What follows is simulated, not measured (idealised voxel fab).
process module | voxel self aligned contacts
cross-section cut | 290 nm wide | cells 5 nm
A cross-section is a grid of square cells, given in bands from the top down. A band is one or more rows of cells.
Each band's line starts with the height of the band's top and of its bottom, in nm. Then come its materials from left to right, each with its width in nm. One material with "throughout" fills the band from edge to edge. "air" is empty space.
Height 0 is the level under which the wafer as received is all one material. The lowest band goes on downwards, as in "0 down".
A width such as "30 to 40" changes by the same amount from each row of cells to the next, from the band's top row to its bottom row.
"no change" after a step means that no cell of the cross-section changed.
closed voids: empty space of 8 cells or more with no open way to the top, each as width x height at its distance from the left edge, in nm
after a step's settings: what the simulator itself notes on the step
overlay nm, on a step with a mask: how far to the right of its planned place the mask lay; to the left if negative
plan
1 op RECEIVE | material Si
2 op CONFORMAL_DEP | material SiO2 | thk nm 5
3 op DIRECTIONAL_DEP | material polySi | thk nm 20
4 op DIRECTIONAL_DEP | material SiN | thk nm 25
5 op DIRECTIONAL_DEP | material aC | thk nm 15
6 op PATTERN | tone cover | mask id GATE | material resist | width nm 30 | pitch nm 65 | thk nm 35 | overlay nm 0
7 op DIRECTIONAL_ETCH | etch materials aC | depth nm 15
8 op STRIP | etch materials resist
9 op DIRECTIONAL_ETCH | etch materials SiN | depth nm 25
10 op DIRECTIONAL_ETCH | etch materials polySi | depth nm 20
11 op STRIP | etch materials aC
12 op CONFORMAL_DEP | material SiN | thk nm 10
13 op DIRECTIONAL_ETCH | etch materials SiN | depth nm 10
14 op FILL_DEP | material SiO2 | thk nm 15
15 op CMP | height nm 60
16 op DIRECTIONAL_DEP | material aC | thk nm 10
17 op PATTERN | tone open | mask id CONTACT | material resist | width nm 45 | pitch nm 65 | thk nm 25 | overlay nm 0
18 op DIRECTIONAL_ETCH | etch materials aC | depth nm 10
19 op STRIP | etch materials resist
20 op DIRECTIONAL_ETCH | etch materials SiO2 | depth nm 60
21 op STRIP | etch materials aC
22 op CONFORMAL_DEP | material TiN | thk nm 5
23 op FILL_DEP | material Ru | thk nm 10
24 op CMP | height nm 60
25 op CONFORMAL_DEP | material SiN | thk nm 5
first wafer, as planned
as received, after step 1
  0 down: Si throughout
  closed voids: none
after step 2
  5 to 0: SiO2 throughout
  below 0: unchanged
after step 3
  25 to 5: polySi throughout
  below 5: unchanged
after step 4
  50 to 25: SiN throughout
  below 25: unchanged
after step 5
  65 to 50: aC throughout
  below 50: unchanged
after step 6
  100 to 65: air 65 | resist 30 | air 35 | resist 30 | air 35 | resist 30 | air 65
  below 65: unchanged
after step 7
  85 to 65: air 65 | resist 30 | air 35 | resist 30 | air 35 | resist 30 | air 65
  65 to 50: air 65 | aC 30 | air 35 | aC 30 | air 35 | aC 30 | air 65
  below 50: unchanged
after step 8
  65 to 50: air 65 | aC 30 | air 35 | aC 30 | air 35 | aC 30 | air 65
  below 50: unchanged
after step 9
  65 to 50: air 65 | aC 30 | air 35 | aC 30 | air 35 | aC 30 | air 65
  50 to 25: air 65 | SiN 30 | air 35 | SiN 30 | air 35 | SiN 30 | air 65
  below 25: unchanged
after step 10
  65 to 50: air 65 | aC 30 | air 35 | aC 30 | air 35 | aC 30 | air 65
  50 to 25: air 65 | SiN 30 | air 35 | SiN 30 | air 35 | SiN 30 | air 65
  25 to 5: air 65 | polySi 30 | air 35 | polySi 30 | air 35 | polySi 30 | air 65
  below 5: unchanged
after step 11
  50 to 25: air 65 | SiN 30 | air 35 | SiN 30 | air 35 | SiN 30 | air 65
  below 25: unchanged
after step 12
  60 to 25: air 55 | SiN 50 | air 15 | SiN 50 | air 15 | SiN 50 | air 55
  25 to 15: air 55 | SiN 10 | polySi 30 | SiN 10 | air 15 | SiN 10 | polySi 30 | SiN 10 | air 15 | SiN 10 | polySi 30 | SiN 10 | air 55
  15 to 5: SiN 65 | polySi 30 | SiN 35 | polySi 30 | SiN 35 | polySi 30 | SiN 65
  below 5: unchanged
after step 13
  50 to 25: air 55 | SiN 50 | air 15 | SiN 50 | air 15 | SiN 50 | air 55
  25 to 5: air 55 | SiN 10 | polySi 30 | SiN 10 | air 15 | SiN 10 | polySi 30 | SiN 10 | air 15 | SiN 10 | polySi 30 | SiN 10 | air 55
  below 5: unchanged
after step 14
  65 to 50: SiO2 throughout
  50 to 25: SiO2 55 | SiN 50 | SiO2 15 | SiN 50 | SiO2 15 | SiN 50 | SiO2 55
  25 to 5: SiO2 55 | SiN 10 | polySi 30 | SiN 10 | SiO2 15 | SiN 10 | polySi 30 | SiN 10 | SiO2 15 | SiN 10 | polySi 30 | SiN 10 | SiO2 55
  below 5: unchanged
after step 15
  60 to 50: SiO2 throughout
  below 50: unchanged
after step 16
  70 to 60: aC throughout
  below 60: unchanged
after step 17
  95 to 70: resist 90 | air 45 | resist 20 | air 45 | resist 90
  below 70: unchanged
after step 18
  85 to 70: resist 90 | air 45 | resist 20 | air 45 | resist 90
  70 to 60: aC 90 | air 45 | aC 20 | air 45 | aC 90
  below 60: unchanged
after step 19
  70 to 60: aC 90 | air 45 | aC 20 | air 45 | aC 90
  below 60: unchanged
after step 20
  70 to 60: aC 90 | air 45 | aC 20 | air 45 | aC 90
  60 to 50: SiO2 90 | air 45 | SiO2 20 | air 45 | SiO2 90
  50 to 25: SiO2 55 | SiN 50 | air 15 | SiN 50 | air 15 | SiN 50 | SiO2 55
  25 to 5: SiO2 55 | SiN 10 | polySi 30 | SiN 10 | air 15 | SiN 10 | polySi 30 | SiN 10 | air 15 | SiN 10 | polySi 30 | SiN 10 | SiO2 55
  5 to 0: SiO2 105 | air 15 | SiO2 50 | air 15 | SiO2 105
  below 0: unchanged
after step 21
  60 to 50: SiO2 90 | air 45 | SiO2 20 | air 45 | SiO2 90
  below 50: unchanged
after step 22
  65 to 60: TiN 95 | air 35 | TiN 30 | air 35 | TiN 95
  60 to 50: SiO2 90 | TiN 5 to 20 | air 35 to 5 | TiN 5 to 20 | SiO2 20 | TiN 5 to 20 | air 35 to 5 | TiN 5 to 20 | SiO2 90
  50 to 25: SiO2 55 | SiN 50 | TiN 5 | air 5 | TiN 5 | SiN 50 | TiN 5 | air 5 | TiN 5 | SiN 50 | SiO2 55
  25 to 5: SiO2 55 | SiN 10 | polySi 30 | SiN 10 | TiN 5 | air 5 | TiN 5 | SiN 10 | polySi 30 | SiN 10 | TiN 5 | air 5 | TiN 5 | SiN 10 | polySi 30 | SiN 10 | SiO2 55
  5 to 0: SiO2 105 | TiN 15 | SiO2 50 | TiN 15 | SiO2 105
  below 0: unchanged
after step 23
  75 to 65: Ru throughout
  65 to 60: TiN 95 | Ru 35 | TiN 30 | Ru 35 | TiN 95
  60 to 50: SiO2 90 | TiN 5 to 20 | Ru 35 to 5 | TiN 5 to 20 | SiO2 20 | TiN 5 to 20 | Ru 35 to 5 | TiN 5 to 20 | SiO2 90
  50 to 25: SiO2 55 | SiN 50 | TiN 5 | Ru 5 | TiN 5 | SiN 50 | TiN 5 | Ru 5 | TiN 5 | SiN 50 | SiO2 55
  25 to 5: SiO2 55 | SiN 10 | polySi 30 | SiN 10 | TiN 5 | Ru 5 | TiN 5 | SiN 10 | polySi 30 | SiN 10 | TiN 5 | Ru 5 | TiN 5 | SiN 10 | polySi 30 | SiN 10 | SiO2 55
  below 5: unchanged
after step 24
  60 to 50: SiO2 90 | TiN 5 to 20 | Ru 35 to 5 | TiN 5 to 20 | SiO2 20 | TiN 5 to 20 | Ru 35 to 5 | TiN 5 to 20 | SiO2 90
  below 50: unchanged
after step 25
  65 to 60: SiN throughout
  below 60: unchanged
second wafer: like start, like plan, one mistake. Through step 16 it matches the first wafer
when step 17 should have ended
  95 to 70: resist 85 | air 45 | resist 20 | air 45 | resist 95
  below 70: unchanged
when step 18 should have ended
  85 to 70: resist 85 | air 45 | resist 20 | air 45 | resist 95
  70 to 60: aC 85 | air 45 | aC 20 | air 45 | aC 95
  below 60: unchanged
when step 19 should have ended
  70 to 60: aC 85 | air 45 | aC 20 | air 45 | aC 95
  below 60: unchanged
when step 20 should have ended
  70 to 60: aC 85 | air 45 | aC 20 | air 45 | aC 95
  60 to 50: SiO2 85 | air 45 | SiO2 20 | air 45 | SiO2 95
  50 to 25: SiO2 55 | SiN 50 | air 15 | SiN 50 | air 15 | SiN 50 | SiO2 55
  25 to 5: SiO2 55 | SiN 10 | polySi 30 | SiN 10 | air 15 | SiN 10 | polySi 30 | SiN 10 | air 15 | SiN 10 | polySi 30 | SiN 10 | SiO2 55
  5 to 0: SiO2 105 | air 15 | SiO2 50 | air 15 | SiO2 105
  below 0: unchanged
when step 21 should have ended
  60 to 50: SiO2 85 | air 45 | SiO2 20 | air 45 | SiO2 95
  below 50: unchanged
when step 22 should have ended
  65 to 60: TiN 90 | air 35 | TiN 30 | air 35 | TiN 100
  60 to 50: SiO2 85 | TiN 5 to 25 | air 35 to 5 | TiN 5 to 15 | SiO2 20 | TiN 5 to 25 | air 35 to 5 | TiN 5 to 15 | SiO2 95
  50 to 25: SiO2 55 | SiN 50 | TiN 5 | air 5 | TiN 5 | SiN 50 | TiN 5 | air 5 | TiN 5 | SiN 50 | SiO2 55
  25 to 5: SiO2 55 | SiN 10 | polySi 30 | SiN 10 | TiN 5 | air 5 | TiN 5 | SiN 10 | polySi 30 | SiN 10 | TiN 5 | air 5 | TiN 5 | SiN 10 | polySi 30 | SiN 10 | SiO2 55
  5 to 0: SiO2 105 | TiN 15 | SiO2 50 | TiN 15 | SiO2 105
  below 0: unchanged
when step 23 should have ended
  75 to 65: Ru throughout
  65 to 60: TiN 90 | Ru 35 | TiN 30 | Ru 35 | TiN 100
  60 to 50: SiO2 85 | TiN 5 to 25 | Ru 35 to 5 | TiN 5 to 15 | SiO2 20 | TiN 5 to 25 | Ru 35 to 5 | TiN 5 to 15 | SiO2 95
  50 to 25: SiO2 55 | SiN 50 | TiN 5 | Ru 5 | TiN 5 | SiN 50 | TiN 5 | Ru 5 | TiN 5 | SiN 50 | SiO2 55
  25 to 5: SiO2 55 | SiN 10 | polySi 30 | SiN 10 | TiN 5 | Ru 5 | TiN 5 | SiN 10 | polySi 30 | SiN 10 | TiN 5 | Ru 5 | TiN 5 | SiN 10 | polySi 30 | SiN 10 | SiO2 55
  below 5: unchanged
when step 24 should have ended
  60 to 50: SiO2 85 | TiN 5 to 25 | Ru 35 to 5 | TiN 5 to 15 | SiO2 20 | TiN 5 to 25 | Ru 35 to 5 | TiN 5 to 15 | SiO2 95
  below 50: unchanged
when step 25 should have ended
  65 to 60: SiN throughout
  below 60: unchanged
what went wrong: step 17 ran as: op PATTERN | tone open | mask id CONTACT | material resist | width nm 45 | pitch nm 65 | thk nm 25 | overlay nm -5
at the end the second wafer has, in cells: as many of each material as the first, in other places
